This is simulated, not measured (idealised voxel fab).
process module | voxel released beams
cross-section cut | 255 nm wide | cells 5 nm
A cross-section is a grid of square cells, given in bands from the top down. A band is one or more rows of cells.
Each band's line starts with the height of the band's top and of its bottom, in nm. Then come its materials from left to right, each with its width in nm. One material with "throughout" fills the band from edge to edge. "air" is empty space.
Height 0 is the level under which the wafer as received is all one material. The lowest band goes on downwards, as in "0 down".
A width such as "30 to 40" changes by the same amount from each row of cells to the next, from the band's top row to its bottom row.
"no change" after a step means that no cell of the cross-section changed.
closed voids: empty space of 8 cells or more with no open way to the top, each as width x height at its distance from the left edge, in nm
after a step's settings: what the simulator itself notes on the step
overlay nm, on a step with a mask: how far to the right of its planned place the mask lay; to the left if negative
plan
1 op RECEIVE | material Si
2 op CONFORMAL_DEP | material Al2O3 | thk nm 10
3 op DIRECTIONAL_DEP | material SiO2 | thk nm 15
4 op PATTERN | tone open | mask id ANCHOR | material resist | width nm 35 | thk nm 15 | overlay nm 0
5 op DIRECTIONAL_ETCH | etch materials SiO2 | depth nm 15
6 op STRIP | etch materials resist
7 op CONFORMAL_DEP | material polySi | thk nm 10
8 op PATTERN | tone cover | mask id BEAM | material resist | width nm 120 | thk nm 15 | overlay nm 0
9 op DIRECTIONAL_ETCH | etch materials polySi | depth nm 10
10 op STRIP | etch materials resist
11 op STRIP | etch materials SiO2
as received, after step 1
  0 down: Si throughout
  closed voids: none
a wafer at the end: this start, this plan, one mistake
  35 to 25: air 65 | polySi 50 | air 140
  25 to 20: air 60 | polySi 10 | SiO2 35 | polySi 10 | air 140
  20 to 10: air 60 | polySi 10 | SiO2 35 | polySi 80 | air 70
  10 to 0: Al2O3 throughout
  0 down: Si throughout
  closed voids: none
what went wrong: step 4 ran as: op PATTERN | tone cover | mask id ANCHOR | material resist | width nm 35 | thk nm 15 | overlay nm 0
